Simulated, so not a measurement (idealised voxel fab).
Process module under the name voxel gate over fins
Section shown: cut. Width: 235 nm. Cell size: 5 nm, square.
In this document a cross-section is written as a grid of square cells. It is given as a series of bands, listed from the top down, and a band is one or more rows of cells.
Basically the band line says how high the top is and how high the bottom is, in nm, and then what's in it from left to right, every material with its width in nm. Empty space shows up as "blank", and if a single material carries "edge to edge" it runs the full band edge to edge.
Heights are expressed relative to 0, this being the level below which the as-received wafer comprises one material exclusively. The lowest band is unbounded in the downward direction and is denoted as in "0 down".
The notation "30->40" denotes a width that varies across the rows of cells in the band, beginning at the first number in the top row, finishing at the second number in the bottom row, and changing by an identical amount from each row to the next.
Step note "nothing got changed" = no cross-section cell changed.
Entry "Sealed cavities" = empty spaces >= 8 cells with no open way to the top; each as width x height at distance, distance from left edge, all nm.
Step line, after settings: the simulator's comment on this step.
When a step includes a mask, the "overlay nm" setting on its line states how far to the right of its planned place that mask lay, and negative values state how far to the left.
SO HERE'S THE LINEUP OF PROCESS STEPS WE PLANNED
1 RECEIVE, material Si
2 CONFORMAL_DEP, material SiN, thk nm 10
3 MASKED_ETCH, tone cover, mask id FINS, width nm 15, pitch nm 50, etch materials SiN, depth nm 10, overlay nm 0
4 MASKED_ETCH, tone cover, mask id FINS, width nm 15, pitch nm 50, etch materials Si, depth nm 30, overlay nm 0
5 OXIDIZE, depth nm 5
6 FILL_DEP, material SiO2, thk nm 10
7 CMP, height nm 10
8 PATTERN, tone open, mask id RAIL, material resist, width nm 15, thk nm 15, overlay nm 0
9 DIRECTIONAL_ETCH, etch materials SiO2, depth nm 35
10 STRIP, etch materials resist
11 CONFORMAL_DEP, material TiN, thk nm 5
12 FILL_DEP, material W, thk nm 5
13 CMP, height nm 10
14 SELECTIVE_ETCH, etch materials W Ru TiN, depth nm 30
15 FILL_DEP, material SiO2, thk nm 5
16 CMP, height nm 10
17 SELECTIVE_ETCH, etch materials SiO2, depth nm 20
18 STRIP, etch materials SiN
19 CONFORMAL_DEP, material HfO2, thk nm 5
20 CONFORMAL_DEP, material TiN, thk nm 5
21 CONFORMAL_DEP, material TiAl, thk nm 5
22 CONFORMAL_DEP, material TiN, thk nm 5
23 FILL_DEP, material W, thk nm 10
24 CMP, height nm 25
25 CONFORMAL_DEP, material SiN, thk nm 5
WAFER CROSS-SECTION ON RECEIPT, I.E. AFTER STEP 1
	0 down  Si edge to edge
	Sealed cavities: none
THE PLAN ABOVE WAS CARRIED OUT ON THE STARTING STRUCTURE ABOVE WITH ONE MISTAKE, AND THIS CROSS-SECTION SHOWS THE WAFER AT THE END OF THE MODULE
	30 to 25  SiN edge to edge
	25 to 20  W edge to edge
	20 to 15  W: 20 | TiN: 45 | W: 5 | TiN: 45 | W: 5 | TiN: 45 | W: 5 | TiN: 45 | W: 20
	15 to 10  W: 20 | TiN: 5 | TiAl: 35 | TiN: 5 | W: 5 | TiN: 5 | TiAl: 35 | TiN: 5 | W: 5 | TiN: 5 | TiAl: 35 | TiN: 5 | W: 5 | TiN: 5 | TiAl: 35 | TiN: 5 | W: 20
	10 to 5  TiN: 25 | TiAl: 5 | TiN: 25 | TiAl: 5 | TiN: 15 | TiAl: 5 | TiN: 25 | TiAl: 5 | TiN: 15 | TiAl: 5 | TiN: 25 | TiAl: 5 | TiN: 15 | TiAl: 5 | TiN: 25 | TiAl: 5 | TiN: 25
	5 to 0  TiAl: 30 | TiN: 5 | HfO2: 15 | TiN: 5 | TiAl: 25 | TiN: 5 | HfO2: 15 | TiN: 5 | TiAl: 25 | TiN: 5 | HfO2: 15 | TiN: 5 | TiAl: 25 | TiN: 5 | HfO2: 15 | TiN: 5 | TiAl: 30
	0 to -5  TiN: 35 | HfO2: 5 | Si: 5 | HfO2: 5 | TiN: 35 | HfO2: 5 | Si: 5 | HfO2: 5 | TiN: 35 | HfO2: 5 | Si: 5 | HfO2: 5 | TiN: 35 | HfO2: 5 | Si: 5 | HfO2: 5 | TiN: 35
	-5 to -10  HfO2: 40 | Si: 5 | HfO2: 45 | Si: 5 | HfO2: 45 | Si: 5 | HfO2: 45 | Si: 5 | HfO2: 40
	-10 to -20  SiO2: 40 | Si: 5 | SiO2: 45 | Si: 5 | SiO2: 45 | Si: 5 | SiO2: 45 | Si: 5 | SiO2: 40
	-20 to -25  SiO2: 40 | Si: 5 | SiO2: 15 | TiN: 15 | SiO2: 15 | Si: 5 | SiO2: 45 | Si: 5 | SiO2: 45 | Si: 5 | SiO2: 40
	-25 to -65  SiO2: 40 | Si: 5 | SiO2: 45 | Si: 5 | SiO2: 45 | Si: 5 | SiO2: 45 | Si: 5 | SiO2: 40
	-65 down  Si edge to edge
	Sealed cavities: none
Which mistake was made when the wafer was run? the plan's step 4 ran twice
